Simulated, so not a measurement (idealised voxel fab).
This section sets out a process module, namely voxel capacitor over wiring.
Pictured: cross-section cut, 235 nm wide, on a grid of 5 nm square cells.
In this document a cross-section is written as a grid of square cells. It is given as a series of bands, listed from the top down, and a band is one or more rows of cells.
Band: top and bottom heights (nm) first, top before bottom; then materials from left to right, widths in nm. "throughout" marks a sole material filling the band edge to edge. "empty" denotes empty space.
Counting heights begins at 0, where everything beneath is, in the wafer as received, one material. The lowest band has no bottom; it goes on downwards, as "0 down" shows.
Graded width ("30->40"): value in top row of band = first number; value in bottom row = second number; row-to-row change constant.
Given "no modifications" for a step, no cell of the cross-section differs between before and after that step.
Heads up: "Enclosed void catalog" only lists the empty pockets with no open path to the top that are 8 cells or more, and it writes them as width x height at distance, distance from the left edge, in nm.
Where a step's line continues beyond its settings, the continuation is a remark by the simulator itself on that step.
overlay nm: step with mask; distance mask lay right of planned place; negative value = left of planned place.

-- So here's the lineup of process steps we planned
| 1 | op RECEIVE | material Si |
| 2 | op CONFORMAL_DEP | material SiO2 | thk nm 10 |
| 3 | op DIRECTIONAL_DEP | material TiN | thk nm 5 |
| 4 | op DIRECTIONAL_DEP | material Ru | thk nm 20 |
| 5 | op MASKED_ETCH | tone cover | mask id METAL_1 | width nm 25 | pitch nm 75 | etch materials Ru | depth nm 20 | overlay nm 0 |
| 6 | op MASKED_ETCH | tone cover | mask id METAL_1 | width nm 25 | pitch nm 75 | etch materials TiN | depth nm 5 | overlay nm 0 |
| 7 | op FILL_DEP | material lowk | thk nm 5 |
| 8 | op CMP | height nm 35 |
| 9 | op CONFORMAL_DEP | material SiCN | thk nm 5 |
| 10 | op DIRECTIONAL_DEP | material SiO2 | thk nm 10 |
| 11 | op PATTERN | tone open | mask id PLUG_1 | material resist | width nm 15 | thk nm 20 | overlay nm 0 |
| 12 | op DIRECTIONAL_ETCH | etch materials SiO2 | depth nm 10 |
| 13 | op DIRECTIONAL_ETCH | etch materials SiCN | depth nm 5 |
| 14 | op STRIP | etch materials resist |
| 15 | op CONFORMAL_DEP | material TiN | thk nm 5 |
| 16 | op FILL_DEP | material Ru | thk nm 5 |
| 17 | op CMP | height nm 50 |
| 18 | op DIRECTIONAL_DEP | material TiN | thk nm 10 |
| 19 | op DIRECTIONAL_DEP | material SiN | thk nm 5 |
| 20 | op DIRECTIONAL_DEP | material TiN | thk nm 10 |
| 21 | op MASKED_ETCH | tone cover | mask id UPPER_PLATE | width nm 55 | etch materials TiN | depth nm 10 | overlay nm 0 |
| 22 | op MASKED_ETCH | tone cover | mask id UPPER_PLATE | width nm 55 | etch materials SiN | depth nm 5 | overlay nm 0 |
| 23 | op PATTERN | tone cover | mask id LOWER_PLATE | material resist | width nm 65 | thk nm 20 | overlay nm 0 |
| 24 | op DIRECTIONAL_ETCH | etch materials TiN | depth nm 10 |
| 25 | op STRIP | etch materials resist |
| 26 | op FILL_DEP | material SiO2 | thk nm 15 |
| 27 | op CMP | height nm 85 |
| 28 | op PATTERN | tone open | mask id PLUG_2 | material resist | width nm 15 | thk nm 15 | overlay nm 0 |
| 29 | op DIRECTIONAL_ETCH | etch materials SiO2 | depth nm 10 |
| 30 | op STRIP | etch materials resist |
| 31 | op CONFORMAL_DEP | material TiN | thk nm 5 |
| 32 | op FILL_DEP | material Ru | thk nm 5 |
| 33 | op CMP | height nm 85 |
| 34 | op CONFORMAL_DEP | material SiN | thk nm 5 |

-- Incoming wafer, cross-sectional view, post step 1
0 down  Si throughout
Enclosed void catalog: none

-- Cross-sectional result after module completion. Note: starting condition and plan are unchanged from above; one processing mistake was made
90 to 85  SiN throughout
85 to 80  SiO2 85 nm, TiN 5 nm, Ru 5 nm, TiN 5 nm, SiO2 135 nm
80 to 75  SiO2 85 nm, TiN 15 nm, SiO2 135 nm
75 to 65  SiO2 75 nm, TiN 55 nm, SiO2 105 nm
65 to 60  SiO2 75 nm, SiN 55 nm, SiO2 105 nm
60 to 50  SiO2 75 nm, TiN 60 nm, SiO2 100 nm
50 to 40  SiO2 75 nm, TiN 5 nm, Ru 5 nm, TiN 5 nm, SiO2 145 nm
40 to 35  SiCN 75 nm, TiN 15 nm, SiCN 145 nm
35 to 15  lowk 65 nm, Ru 25 nm, lowk 50 nm, Ru 25 nm, lowk 70 nm
15 to 10  lowk 65 nm, TiN 25 nm, lowk 50 nm, TiN 25 nm, lowk 70 nm
10 to 0  SiO2 throughout
0 down  Si throughout
Enclosed void catalog: none
Deviation from plan: step 23 changed vs plan, executed as op PATTERN | tone cover | mask id LOWER_PLATE | material resist | width nm 60 | thk nm 20 | overlay nm 0
